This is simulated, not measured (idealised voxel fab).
Name of the process module below: voxel transistor to metal
It is cross-section cut that appears here, measuring 200 nm in width, its square cells being 5 nm in size.
How to read a cross-section here: the picture is a grid of square cells, written as bands going from the top down, and any band can span one or more rows of cells.
The band entry comprises the height of the band's top followed by the height of its bottom, expressed in nm, and subsequently the band's materials from left to right, each stated together with its width in nm. Where a single material is marked with the word "edge to edge", that material fills the band from edge to edge. The word "blank" represents empty space.
Heights are reckoned from 0. Under this level, the received wafer is all of one material. The bottommost band is open-ended downward, for example "top 0, no bottom".
You'd read "30 to 40" like this: the band's top row of cells is as wide as the first number, its bottom row is as wide as the second, and going down, every row changes width by the same amount as the row before did.
"nothing was modified" (step): cross-section cells unchanged, all of them.
Closed-off voids of 8+ cells (no open route to the top) go in "Closed cavity list", written width x height at distance from the left edge, in nm.
Post-settings text on a step line: simulator's own remark regarding the step.
You can add "overlay nm" to a step's line. For a step with a mask, it describes how far the mask lay to the right of its planned position, and a negative number describes a lay to the left.

## Process steps foreseen in the plan
1: RECEIVE | material Si
2: CONFORMAL_DEP | material SiO2 | thk nm 5
3: CONFORMAL_DEP | material SiN | thk nm 15
4: DIRECTIONAL_DEP | material aC | thk nm 15
5: PATTERN | tone cover | mask id ACTIVE | material resist | width nm 125 | thk nm 35 | overlay nm 0
6: DIRECTIONAL_ETCH | etch materials aC | depth nm 15
7: STRIP | etch materials resist
8: DIRECTIONAL_ETCH | etch materials SiN | depth nm 15
9: DIRECTIONAL_ETCH | etch materials SiO2 | depth nm 5
10: DIRECTIONAL_ETCH | etch materials Si | depth nm 25
11: STRIP | etch materials aC
12: OXIDIZE | depth nm 5
13: FILL_DEP | material SiO2 | thk nm 5
14: CMP | height nm 20
15: SELECTIVE_ETCH | etch materials SiO2 | depth nm 5
16: STRIP | etch materials SiN
17: SELECTIVE_ETCH | etch materials SiO2 | depth nm 5
18: OXIDIZE | depth nm 5
19: DIRECTIONAL_DEP | material polySi | thk nm 30
20: DIRECTIONAL_DEP | material SiCN | thk nm 15
21: PATTERN | tone cover | mask id GATE | material resist | width nm 25 | thk nm 15 | overlay nm 0
22: DIRECTIONAL_ETCH | etch materials SiCN | depth nm 25
23: DIRECTIONAL_ETCH | etch materials polySi | depth nm 40
24: STRIP | etch materials resist
25: CONFORMAL_DEP | material SiO2 | thk nm 5
26: DIRECTIONAL_ETCH | etch materials SiO2 | depth nm 5
27: CONFORMAL_DEP | material SiN | thk nm 5
28: DIRECTIONAL_ETCH | etch materials SiN | depth nm 5
29: DIRECTIONAL_ETCH | etch materials SiO2 | depth nm 5
30: DIRECTIONAL_ETCH | etch materials Si | depth nm 15
31: EPI | material SiGe | thk nm 20
32: FILL_DEP | material SiO2 | thk nm 10
33: CMP | height nm 45
34: DIRECTIONAL_DEP | material SiO2 | thk nm 15
35: MASKED_ETCH | tone open | mask id CONTACT | width nm 20 | pitch nm 85 | etch materials SiO2 | depth nm 60 | overlay nm 0
36: CONFORMAL_DEP | material TiN | thk nm 5
37: FILL_DEP | material Ru | thk nm 10
38: CMP | height nm 60
39: CONFORMAL_DEP | material SiCN | thk nm 5
40: DIRECTIONAL_DEP | material SiO2 | thk nm 25
41: DIRECTIONAL_DEP | material aC | thk nm 15
42: PATTERN | tone open | mask id METAL_1 | material resist | width nm 20 | pitch nm 85 | thk nm 30 | overlay nm 0
43: DIRECTIONAL_ETCH | etch materials aC | depth nm 15
44: STRIP | etch materials resist
45: DIRECTIONAL_ETCH | etch materials SiO2 | depth nm 25
46: DIRECTIONAL_ETCH | etch materials SiCN | depth nm 5
47: STRIP | etch materials aC
48: CONFORMAL_DEP | material TiN | thk nm 5
49: FILL_DEP | material Ru | thk nm 10
50: CMP | height nm 90
51: CONFORMAL_DEP | material SiCN | thk nm 5

## Cross-section, incoming material, after step 1
	top 0, no bottom: Si edge to edge
	Closed cavity list: none

## End-of-module XS, first of two wafers, run as planned
	top 95, bottom 90: SiCN edge to edge
	top 90, bottom 65: SiO2=45  TiN=5  Ru=10  TiN=5  SiO2=65  TiN=5  Ru=10  TiN=5  SiO2=50
	top 65, bottom 60: SiCN=45  TiN=20  SiCN=65  TiN=20  SiCN=50
	top 60, bottom 45: SiO2=45  TiN=5  Ru=10  TiN=5  SiO2=65  TiN=5  Ru=10  TiN=5  SiO2=50
	top 45, bottom 30: SiO2=45  TiN=5  Ru=10  TiN=5  SiO2=10  SiN=5  SiO2=5  SiCN=25  SiO2=5  SiN=5  SiO2=10  TiN=5  Ru=10  TiN=5  SiO2=50
	top 30, bottom 20: SiO2=45  TiN=5  Ru=10  TiN=5  SiO2=10  SiN=5  SiO2=5  polySi=25  SiO2=5  SiN=5  SiO2=10  TiN=5  Ru=10  TiN=5  SiO2=50
	top 20, bottom 15: SiO2=45  TiN=20  SiO2=10  SiN=5  SiO2=5  polySi=25  SiO2=5  SiN=5  SiO2=10  TiN=20  SiO2=50
	top 15, bottom 10: SiO2=45  TiN=10  SiGe=20  SiN=5  SiO2=5  polySi=25  SiO2=5  SiN=5  SiGe=20  TiN=10  SiO2=50
	top 10, bottom 0: SiO2=35  SiN=5  SiO2=5  TiN=10  SiGe=20  SiN=5  SiO2=5  polySi=25  SiO2=5  SiN=5  SiGe=20  TiN=10  SiO2=5  SiN=5  SiO2=40
	top 0, bottom -5: SiO2=40  SiGe=35  SiO2=45  SiGe=35  SiO2=45
	top -5, bottom -20: SiO2=40  SiGe=35  Si=45  SiGe=35  SiO2=45
	top -20, bottom -30: SiO2=40  Si=115  SiO2=45
	top -30, no bottom: Si edge to edge
	Closed cavity list: none

## Here's the second of our two wafers sectioned at module end. Same start as the first, same plan, but one mistake got made running it
	top 95, bottom 90: SiCN edge to edge
	top 90, bottom 65: SiO2=45  TiN=5  Ru=10  TiN=5  SiO2=65  TiN=5  Ru=10  TiN=5  SiO2=50
	top 65, bottom 60: SiCN=45  TiN=20  SiCN=65  TiN=20  SiCN=50
	top 60, bottom 45: SiO2=45  TiN=5  Ru=10  TiN=5  SiO2=65  TiN=5  Ru=10  TiN=5  SiO2=50
	top 45, bottom 30: SiO2=45  TiN=5  Ru=10  TiN=5  SiO2=10  SiN=5  SiO2=5  SiCN=25  SiO2=5  SiN=5  SiO2=10  TiN=5  Ru=10  TiN=5  SiO2=50
	top 30, bottom 20: SiO2=45  TiN=5  Ru=10  TiN=5  SiO2=10  SiN=5  SiO2=5  polySi=25  SiO2=5  SiN=5  SiO2=10  TiN=5  Ru=10  TiN=5  SiO2=50
	top 20, bottom 15: SiO2=45  TiN=20  SiO2=10  SiN=5  SiO2=5  polySi=25  SiO2=5  SiN=5  SiO2=10  TiN=20  SiO2=50
	top 15, bottom 10: SiO2=45  TiN=10  SiGe=20  SiN=5  SiO2=5  polySi=25  SiO2=5  SiN=5  SiGe=20  TiN=10  SiO2=50
	top 10, bottom 0: SiO2=35  SiN=5  SiO2=5  TiN=10  SiGe=20  SiN=5  SiO2=5  polySi=25  SiO2=5  SiN=5  SiGe=20  TiN=10  SiO2=5  SiN=5  SiO2=40
	top 0, bottom -5: SiO2=40  SiGe=35  SiO2=45  SiGe=35  SiO2=45
	top -5, bottom -20: SiO2=45  SiGe=30  Si=45  SiGe=30  SiO2=50
	top -20, bottom -35: SiO2=45  Si=105  SiO2=50
	top -35, no bottom: Si edge to edge
	Closed cavity list: none
The mistake made against the process plan was this: not per plan at step 12, really ran OXIDIZE | depth nm 10
Per the end-of-run cell counts, the second wafer holds more or fewer of some materials than the first: -23 Si; -6 SiGe; +29 SiO2
